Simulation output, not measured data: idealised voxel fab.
The document below concerns the process module designated voxel self aligned contacts.
For reference, the cross-section in this document is cut, with width 285 nm and square cells of 5 nm.
This document writes a cross-section as a grid whose cells are square, and gives it as bands, listed from the top down; one or more rows of cells form a band.
Within each band entry, the heights of the top and of the bottom of the band appear first, in that order and in nm; the materials of the band then follow from left to right, each with its corresponding width in nm. The designation "all across" on a single material indicates that it fills the band from edge to edge; the designation "empty" indicates empty space.
Heads up on the height convention: 0 is the point under which the incoming wafer is all one material, and the lowest band has no bottom, it just keeps going down, like "0..down".
Top row gets the first number, bottom row gets the second, and each row in between changes by the same step: that is how a band width like "30->40" works.
Basically "everything unchanged" means that step didn't change any cell in the cross-section.
Heads up: "Enclosed void inventory" only lists the empty pockets with no open path to the top that are 8 cells or more, and it writes them as width x height at distance, distance from the left edge, in nm.
Whatever follows a step's settings on its line is a remark the simulator itself makes about that step.
Among the settings permitted on a step's line is "overlay nm"; applied to a step with a mask, it specifies the extent to which the mask lay to the right of its planned position, whereas a negative figure signifies a position to the left.

**These are the steps we planned for the process**
step 1: RECEIVE | material Si
step 2: OXIDIZE | depth nm 5
step 3: DIRECTIONAL_DEP | material polySi | thk nm 30
step 4: DIRECTIONAL_DEP | material SiN | thk nm 25
step 5: PATTERN | tone cover | mask id GATE | material resist | width nm 35 | pitch nm 75 | thk nm 20 | overlay nm 0
step 6: DIRECTIONAL_ETCH | etch materials SiN | depth nm 25
step 7: DIRECTIONAL_ETCH | etch materials polySi | depth nm 30
step 8: STRIP | etch materials resist
step 9: CONFORMAL_DEP | material SiN | thk nm 10
step 10: DIRECTIONAL_ETCH | etch materials SiN | depth nm 10
step 11: FILL_DEP | material SiO2 | thk nm 20
step 12: CMP | height nm 65
step 13: PATTERN | tone open | mask id CONTACT | material resist | width nm 50 | pitch nm 75 | thk nm 15 | overlay nm 0
step 14: DIRECTIONAL_ETCH | etch materials SiO2 | depth nm 70
step 15: STRIP | etch materials resist
step 16: CONFORMAL_DEP | material TiN | thk nm 5
step 17: FILL_DEP | material W | thk nm 10
step 18: CMP | height nm 65
step 19: CONFORMAL_DEP | material SiN | thk nm 5

**Cross-sectional view of the wafer in its as-received condition, corresponding to the state after step 1**
  0..down | Si all across
  Enclosed void inventory: none

**Run as planned - first of the two wafers cross-sectioned at the end of the module**
  70..65 | SiN all across
  65..55 | SiO2=80, TiN=5->20, W=40->10, TiN=5->20, SiO2=25, TiN=5->20, W=40->10, TiN=5->20, SiO2=80
  55..30 | SiO2=40, SiN=55, TiN=5, W=10, TiN=5, SiN=55, TiN=5, W=10, TiN=5, SiN=55, SiO2=40
  30..0 | SiO2=40, SiN=10, polySi=35, SiN=10, TiN=5, W=10, TiN=5, SiN=10, polySi=35, SiN=10, TiN=5, W=10, TiN=5, SiN=10, polySi=35, SiN=10, SiO2=40
  0..-5 | SiO2=95, TiN=20, SiO2=55, TiN=20, SiO2=95
  -5..down | Si all across
  Enclosed void inventory: none

**The second wafer, shown in cross-section after the module: started the same way as the first and given the same plan, yet one mistake crept into how it was run**
  70..65 | SiN all across
  65..55 | SiO2=80, TiN=5->15, W=40->20, TiN=5->15, SiO2=25, TiN=5->15, W=40->20, TiN=5->15, SiO2=80
  55..30 | SiO2=45, SiN=45, TiN=5, W=20, TiN=5, SiN=45, TiN=5, W=20, TiN=5, SiN=45, SiO2=45
  30..0 | SiO2=45, SiN=10, polySi=25, SiN=10, TiN=5, W=20, TiN=5, SiN=10, polySi=25, SiN=10, TiN=5, W=20, TiN=5, SiN=10, polySi=25, SiN=10, SiO2=45
  0..-5 | SiO2=90, TiN=30, SiO2=45, TiN=30, SiO2=90
  -5..down | Si all across
  Enclosed void inventory: none
Short version of what went wrong: step 5 changed vs plan, executed as PATTERN | tone cover | mask id GATE | material resist | width nm 25 | pitch nm 75 | thk nm 20 | overlay nm 0
Materials where the second wafer ends with more or fewer cells than the first: 30 fewer of SiN, 18 more of SiO2, 48 more of W, 36 fewer of polySi
